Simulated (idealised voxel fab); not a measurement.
process module | voxel spacer lines
cross-section cut | 230 nm wide | cells 5 nm
A cross-section is a grid of square cells, given in bands from the top down. A band is one or more rows of cells.
Each band's line starts with the height of the band's top and of its bottom, in nm. Then come its materials from left to right, each with its width in nm. One material with "throughout" fills the band from edge to edge. "air" is empty space.
Height 0 is the level under which the wafer as received is all one material. The lowest band goes on downwards, as in "0 down".
A width such as "30 to 40" changes by the same amount from each row of cells to the next, from the band's top row to its bottom row.
"no change" after a step means that no cell of the cross-section changed.
closed voids: empty space of 8 cells or more with no open way to the top, each as width x height at its distance from the left edge, in nm
after a step's settings: what the simulator itself notes on the step
overlay nm, on a step with a mask: how far to the right of its planned place the mask lay; to the left if negative
plan
1 op RECEIVE | material Si
2 op CONFORMAL_DEP | material Al2O3 | thk nm 10
3 op DIRECTIONAL_DEP | material polySi | thk nm 20
4 op DIRECTIONAL_DEP | material aC | thk nm 30
5 op PATTERN | tone cover | mask id MANDREL | material resist | width nm 20 | pitch nm 70 | thk nm 35 | overlay nm 0
6 op DIRECTIONAL_ETCH | etch materials aC | depth nm 30
7 op STRIP | etch materials resist
8 op CONFORMAL_DEP | material SiO2 | thk nm 15
9 op DIRECTIONAL_ETCH | etch materials SiO2 | depth nm 15
10 op STRIP | etch materials aC
11 op DIRECTIONAL_ETCH | etch materials polySi | depth nm 20
12 op STRIP | etch materials SiO2
13 op FILL_DEP | material SiO2 | thk nm 5
14 op CMP | height nm 30
as received, after step 1
  0 down: Si throughout
  closed voids: none
first wafer at the end, as planned
  30 to 10: SiO2 55 | polySi 15 | SiO2 20 | polySi 15 | SiO2 20 | polySi 15 | SiO2 20 | polySi 15 | SiO2 55
  10 to 0: Al2O3 throughout
  0 down: Si throughout
  closed voids: none
second wafer at the end: like start, like plan, one mistake
  20 to 10: SiO2 55 | polySi 15 | SiO2 20 | polySi 15 | SiO2 20 | polySi 15 | SiO2 20 | polySi 15 | SiO2 55
  10 to 0: Al2O3 throughout
  0 down: Si throughout
  closed voids: none
what went wrong: step 14 ran as: op CMP | height nm 20
at the end the second wafer has, in cells: 68 fewer of SiO2 | 24 fewer of polySi
